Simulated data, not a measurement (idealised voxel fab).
Process module heading - voxel self aligned contacts
The width of the displayed cross-section, cut, is 285 nm; its cells are square, with a size of 5 nm.
We lay out every cross-section as a grid of square cells and spell it out in bands from the top down, where one band means one or more rows of cells. What a band's entry tells you: where the top is and where the bottom is, as heights in nm, and after that what lies inside, material by material from left to right, each with its width in nm. Empty space is written as the word "empty", and a single material marked with the word "everywhere" occupies the band from edge to edge. Basically, 0 is our baseline, since under it the wafer straight out of the box is all one material. The bottom band has no lower end and keeps on going down, so it looks like "0 down". When a width is written as two numbers, as in "30..40", the first number is the width in the top row of cells of the band and the second is the width in its bottom row, and the width changes by the same amount from each row to the next. For the purposes of this document, the phrase "nothing different" attached to a step denotes that no cell within the cross-section was modified by that step. Basically, "Fully enclosed voids" tells you about the enclosed voids: empty spaces with no open way to the top, 8 cells or bigger, each written width x height at distance, where distance is from the left edge, all in nm. Whatever follows a step's settings on its line is a remark the simulator itself makes about that step. Steps that use a mask can have "overlay nm" on their line. It says how far the mask sat to the right of where it was meant to be. Negative means to the left.
Process steps (planned)
1,RECEIVE [material Si]
2,OXIDIZE [depth nm 5]
3,DIRECTIONAL_DEP [material polySi] [thk nm 30]
4,DIRECTIONAL_DEP [material SiN] [thk nm 20]
5,MASKED_ETCH [tone cover] [mask id GATE] [width nm 25] [pitch nm 70] [etch materials SiN] [depth nm 20] [overlay nm 0]
6,MASKED_ETCH [tone cover] [mask id GATE] [width nm 25] [pitch nm 70] [etch materials polySi] [depth nm 30] [overlay nm 0]
7,CONFORMAL_DEP [material SiN] [thk nm 10]
8,DIRECTIONAL_ETCH [etch materials SiN] [depth nm 10]
9,FILL_DEP [material SiO2] [thk nm 20]
10,CMP [height nm 60]
11,DIRECTIONAL_DEP [material aC] [thk nm 10]
12,PATTERN [tone open] [mask id CONTACT] [material resist] [width nm 55] [pitch nm 70] [thk nm 30] [overlay nm 0]
13,DIRECTIONAL_ETCH [etch materials aC] [depth nm 10]
14,STRIP [etch materials resist]
15,DIRECTIONAL_ETCH [etch materials SiO2] [depth nm 65]
16,STRIP [etch materials aC]
17,CONFORMAL_DEP [material TiN] [thk nm 5]
18,FILL_DEP [material W] [thk nm 10]
19,CMP [height nm 60]
20,CONFORMAL_DEP [material SiN] [thk nm 5]
Run as planned: first of two wafers
Incoming wafer in cross-section (state: after step 1)
	0 down | Si everywhere
	Fully enclosed voids: none
Upon completion of step 2, the wafer appears in cross-section as shown
	0 to -5 | SiO2 everywhere
	No changes below -5.
Upon completion of step 3, the wafer appears in cross-section as shown
	30 to 0 | polySi everywhere
	No changes below 0.
Upon completion of step 4, the wafer appears in cross-section as shown
	50 to 30 | SiN everywhere
	No changes below 30.
Upon completion of step 5, the wafer appears in cross-section as shown
	50 to 30 | empty (60)  SiN (25)  empty (45)  SiN (25)  empty (45)  SiN (25)  empty (60)
	No changes below 30.
Upon completion of step 6, the wafer appears in cross-section as shown
	50 to 30 | empty (60)  SiN (25)  empty (45)  SiN (25)  empty (45)  SiN (25)  empty (60)
	30 to 0 | empty (60)  polySi (25)  empty (45)  polySi (25)  empty (45)  polySi (25)  empty (60)
	No changes below 0.
Upon completion of step 7, the wafer appears in cross-section as shown
	60 to 30 | empty (50)  SiN (45)  empty (25)  SiN (45)  empty (25)  SiN (45)  empty (50)
	30 to 10 | empty (50)  SiN (10)  polySi (25)  SiN (10)  empty (25)  SiN (10)  polySi (25)  SiN (10)  empty (25)  SiN (10)  polySi (25)  SiN (10)  empty (50)
	10 to 0 | SiN (60)  polySi (25)  SiN (45)  polySi (25)  SiN (45)  polySi (25)  SiN (60)
	No changes below 0.
Upon completion of step 8, the wafer appears in cross-section as shown
	50 to 30 | empty (50)  SiN (45)  empty (25)  SiN (45)  empty (25)  SiN (45)  empty (50)
	30 to 0 | empty (50)  SiN (10)  polySi (25)  SiN (10)  empty (25)  SiN (10)  polySi (25)  SiN (10)  empty (25)  SiN (10)  polySi (25)  SiN (10)  empty (50)
	No changes below 0.
Upon completion of step 9, the wafer appears in cross-section as shown
	70 to 50 | SiO2 everywhere
	50 to 30 | SiO2 (50)  SiN (45)  SiO2 (25)  SiN (45)  SiO2 (25)  SiN (45)  SiO2 (50)
	30 to 0 | SiO2 (50)  SiN (10)  polySi (25)  SiN (10)  SiO2 (25)  SiN (10)  polySi (25)  SiN (10)  SiO2 (25)  SiN (10)  polySi (25)  SiN (10)  SiO2 (50)
	No changes below 0.
Upon completion of step 10, the wafer appears in cross-section as shown
	60 to 50 | SiO2 everywhere
	No changes below 50.
Upon completion of step 11, the wafer appears in cross-section as shown
	70 to 60 | aC everywhere
	No changes below 60.
Upon completion of step 12, the wafer appears in cross-section as shown
	100 to 70 | resist (80)  empty (55)  resist (15)  empty (55)  resist (80)
	No changes below 70.
Upon completion of step 13, the wafer appears in cross-section as shown
	90 to 70 | resist (80)  empty (55)  resist (15)  empty (55)  resist (80)
	70 to 60 | aC (80)  empty (55)  aC (15)  empty (55)  aC (80)
	No changes below 60.
Upon completion of step 14, the wafer appears in cross-section as shown
	70 to 60 | aC (80)  empty (55)  aC (15)  empty (55)  aC (80)
	No changes below 60.
Upon completion of step 15, the wafer appears in cross-section as shown
	70 to 60 | aC (80)  empty (55)  aC (15)  empty (55)  aC (80)
	60 to 50 | SiO2 (80)  empty (55)  SiO2 (15)  empty (55)  SiO2 (80)
	50 to 30 | SiO2 (50)  SiN (45)  empty (25)  SiN (45)  empty (25)  SiN (45)  SiO2 (50)
	30 to 0 | SiO2 (50)  SiN (10)  polySi (25)  SiN (10)  empty (25)  SiN (10)  polySi (25)  SiN (10)  empty (25)  SiN (10)  polySi (25)  SiN (10)  SiO2 (50)
	0 to -5 | SiO2 (95)  empty (25)  SiO2 (45)  empty (25)  SiO2 (95)
	No changes below -5.
Upon completion of step 16, the wafer appears in cross-section as shown
	60 to 50 | SiO2 (80)  empty (55)  SiO2 (15)  empty (55)  SiO2 (80)
	No changes below 50.
Upon completion of step 17, the wafer appears in cross-section as shown
	65 to 60 | TiN (85)  empty (45)  TiN (25)  empty (45)  TiN (85)
	60 to 50 | SiO2 (80)  TiN (5..20)  empty (45..15)  TiN (5..20)  SiO2 (15)  TiN (5..20)  empty (45..15)  TiN (5..20)  SiO2 (80)
	50 to 30 | SiO2 (50)  SiN (45)  TiN (5)  empty (15)  TiN (5)  SiN (45)  TiN (5)  empty (15)  TiN (5)  SiN (45)  SiO2 (50)
	30 to 0 | SiO2 (50)  SiN (10)  polySi (25)  SiN (10)  TiN (5)  empty (15)  TiN (5)  SiN (10)  polySi (25)  SiN (10)  TiN (5)  empty (15)  TiN (5)  SiN (10)  polySi (25)  SiN (10)  SiO2 (50)
	0 to -5 | SiO2 (95)  TiN (25)  SiO2 (45)  TiN (25)  SiO2 (95)
	No changes below -5.
Upon completion of step 18, the wafer appears in cross-section as shown
	75 to 65 | W everywhere
	65 to 60 | TiN (85)  W (45)  TiN (25)  W (45)  TiN (85)
	60 to 50 | SiO2 (80)  TiN (5..20)  W (45..15)  TiN (5..20)  SiO2 (15)  TiN (5..20)  W (45..15)  TiN (5..20)  SiO2 (80)
	50 to 30 | SiO2 (50)  SiN (45)  TiN (5)  W (15)  TiN (5)  SiN (45)  TiN (5)  W (15)  TiN (5)  SiN (45)  SiO2 (50)
	30 to 0 | SiO2 (50)  SiN (10)  polySi (25)  SiN (10)  TiN (5)  W (15)  TiN (5)  SiN (10)  polySi (25)  SiN (10)  TiN (5)  W (15)  TiN (5)  SiN (10)  polySi (25)  SiN (10)  SiO2 (50)
	No changes below 0.
Upon completion of step 19, the wafer appears in cross-section as shown
	60 to 50 | SiO2 (80)  TiN (5..20)  W (45..15)  TiN (5..20)  SiO2 (15)  TiN (5..20)  W (45..15)  TiN (5..20)  SiO2 (80)
	No changes below 50.
Upon completion of step 20, the wafer appears in cross-section as shown
	65 to 60 | SiN everywhere
	No changes below 60.
Now the other wafer: same start, same recipe, but we messed up one thing when running it. Up to and including step 1 it's the same as the first one
Cross-section of the second wafer when, according to plan, step 2 should have finished
	30 to 0 | polySi everywhere
	No changes below 0.
Cross-section of the second wafer when, according to plan, step 3 should have finished
	30 to 25 | SiO2 everywhere
	No changes below 25.
Cross-section of the second wafer when, according to plan, step 4 should have finished
	50 to 30 | SiN everywhere
	No changes below 30.
Cross-section of the second wafer when, according to plan, step 5 should have finished
	50 to 30 | empty (60)  SiN (25)  empty (45)  SiN (25)  empty (45)  SiN (25)  empty (60)
	No changes below 30.
Cross-section of the second wafer when, according to plan, step 6 should have finished: nothing different
Cross-section of the second wafer when, according to plan, step 7 should have finished
	60 to 40 | empty (50)  SiN (45)  empty (25)  SiN (45)  empty (25)  SiN (45)  empty (50)
	40 to 30 | SiN everywhere
	No changes below 30.
Cross-section of the second wafer when, according to plan, step 8 should have finished
	50 to 30 | empty (50)  SiN (45)  empty (25)  SiN (45)  empty (25)  SiN (45)  empty (50)
	No changes below 30.
Cross-section of the second wafer when, according to plan, step 9 should have finished
	70 to 50 | SiO2 everywhere
	50 to 30 | SiO2 (50)  SiN (45)  SiO2 (25)  SiN (45)  SiO2 (25)  SiN (45)  SiO2 (50)
	No changes below 30.
Cross-section of the second wafer when, according to plan, step 10 should have finished
	60 to 50 | SiO2 everywhere
	No changes below 50.
Cross-section of the second wafer when, according to plan, step 11 should have finished
	70 to 60 | aC everywhere
	No changes below 60.
Cross-section of the second wafer when, according to plan, step 12 should have finished
	100 to 70 | resist (80)  empty (55)  resist (15)  empty (55)  resist (80)
	No changes below 70.
Cross-section of the second wafer when, according to plan, step 13 should have finished
	90 to 70 | resist (80)  empty (55)  resist (15)  empty (55)  resist (80)
	70 to 60 | aC (80)  empty (55)  aC (15)  empty (55)  aC (80)
	No changes below 60.
Cross-section of the second wafer when, according to plan, step 14 should have finished
	70 to 60 | aC (80)  empty (55)  aC (15)  empty (55)  aC (80)
	No changes below 60.
Cross-section of the second wafer when, according to plan, step 15 should have finished
	70 to 60 | aC (80)  empty (55)  aC (15)  empty (55)  aC (80)
	60 to 50 | SiO2 (80)  empty (55)  SiO2 (15)  empty (55)  SiO2 (80)
	50 to 30 | SiO2 (50)  SiN (45)  empty (25)  SiN (45)  empty (25)  SiN (45)  SiO2 (50)
	30 to 25 | SiO2 (95)  empty (25)  SiO2 (45)  empty (25)  SiO2 (95)
	No changes below 25.
Cross-section of the second wafer when, according to plan, step 16 should have finished
	60 to 50 | SiO2 (80)  empty (55)  SiO2 (15)  empty (55)  SiO2 (80)
	No changes below 50.
Cross-section of the second wafer when, according to plan, step 17 should have finished
	65 to 60 | TiN (85)  empty (45)  TiN (25)  empty (45)  TiN (85)
	60 to 50 | SiO2 (80)  TiN (5..20)  empty (45..15)  TiN (5..20)  SiO2 (15)  TiN (5..20)  empty (45..15)  TiN (5..20)  SiO2 (80)
	50 to 30 | SiO2 (50)  SiN (45)  TiN (5)  empty (15)  TiN (5)  SiN (45)  TiN (5)  empty (15)  TiN (5)  SiN (45)  SiO2 (50)
	30 to 25 | SiO2 (95)  TiN (25)  SiO2 (45)  TiN (25)  SiO2 (95)
	No changes below 25.
Cross-section of the second wafer when, according to plan, step 18 should have finished
	75 to 65 | W everywhere
	65 to 60 | TiN (85)  W (45)  TiN (25)  W (45)  TiN (85)
	60 to 50 | SiO2 (80)  TiN (5..20)  W (45..15)  TiN (5..20)  SiO2 (15)  TiN (5..20)  W (45..15)  TiN (5..20)  SiO2 (80)
	50 to 30 | SiO2 (50)  SiN (45)  TiN (5)  W (15)  TiN (5)  SiN (45)  TiN (5)  W (15)  TiN (5)  SiN (45)  SiO2 (50)
	No changes below 30.
Cross-section of the second wafer when, according to plan, step 19 should have finished
	60 to 50 | SiO2 (80)  TiN (5..20)  W (45..15)  TiN (5..20)  SiO2 (15)  TiN (5..20)  W (45..15)  TiN (5..20)  SiO2 (80)
	No changes below 50.
Cross-section of the second wafer when, according to plan, step 20 should have finished
	65 to 60 | SiN everywhere
	No changes below 60.
What was done differently from what was planned? steps 2 and 3 got flipped, so each one ran where the other should have
FYI, end of process, the second wafer has more or fewer cells of some materials than the first: 57 more of Si | 72 fewer of SiN | 120 fewer of SiO2 | 24 fewer of TiN | 36 fewer of W | 195 more of polySi
